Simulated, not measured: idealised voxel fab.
The process module that follows is named voxel air gaps.
Xsec cut, 180 nm wide, square cell size 5 nm.
In what follows, cross-sections appear as grids of square cells, described through bands that run from the top down, where every band is one or more rows of cells. Within each band entry, the heights of the top and of the bottom of the band appear first, in that order and in nm; the materials of the band then follow from left to right, each with its corresponding width in nm. The designation "full width" on a single material indicates that it fills the band from edge to edge; the designation "empty" indicates empty space. Basically, 0 is our baseline, since under it the wafer straight out of the box is all one material. The bottom band has no lower end and keeps on going down, so it looks like "z 0 and below". So if you see something like "30 to 40" for the width, read it as the top row of the band sitting at the first number and the bottom row at the second, with every row in between moving by the same amount as the last. Key: "remained unchanged" - step with no changed cell in the cross-section. You'll see "Closed void register" listing empty spaces that have no way open to the top, as long as they're 8 cells or more; the notation is width x height at distance, where the distance is from the left edge, and all of it is in nm. Step line, after settings: the simulator's comment on this step. Steps that use a mask can have "overlay nm" on their line. It says how far the mask sat to the right of where it was meant to be. Negative means to the left.
The following list gives the planned process steps:
1 RECEIVE with material Si
2 CONFORMAL_DEP with material SiO2, thk nm 15
3 CONFORMAL_DEP with material SiN, thk nm 5
4 DIRECTIONAL_DEP with material SiO2, thk nm 40
5 PATTERN with tone open, mask id LINES, material resist, width nm 15, pitch nm 45, thk nm 20, overlay nm 0
6 DIRECTIONAL_ETCH with etch materials SiO2, depth nm 40
7 STRIP with etch materials resist
8 CONFORMAL_DEP with material TiN, thk nm 5
9 FILL_DEP with material W, thk nm 5
10 CMP with height nm 60
11 EPI with material Ru, thk nm 10
12 SELECTIVE_ETCH with etch materials SiO2, depth nm 50
13 CONFORMAL_DEP with material SiCN, thk nm 5
The cross-section here shows the wafer as received, i.e. in its state after step 1:
	z 0 and below | Si full width
	Closed void register: none
Final cross-section, module run with one mistake (start and plan as above):
	z 65 to 60 | SiCN full width
	z 60 to 55 | SiN full width
	z 55 to 0 | SiO2 full width
	z 0 and below | Si full width
	Closed void register: none
what went wrong: step 3 ran in the slot meant for step 4, and vice versa
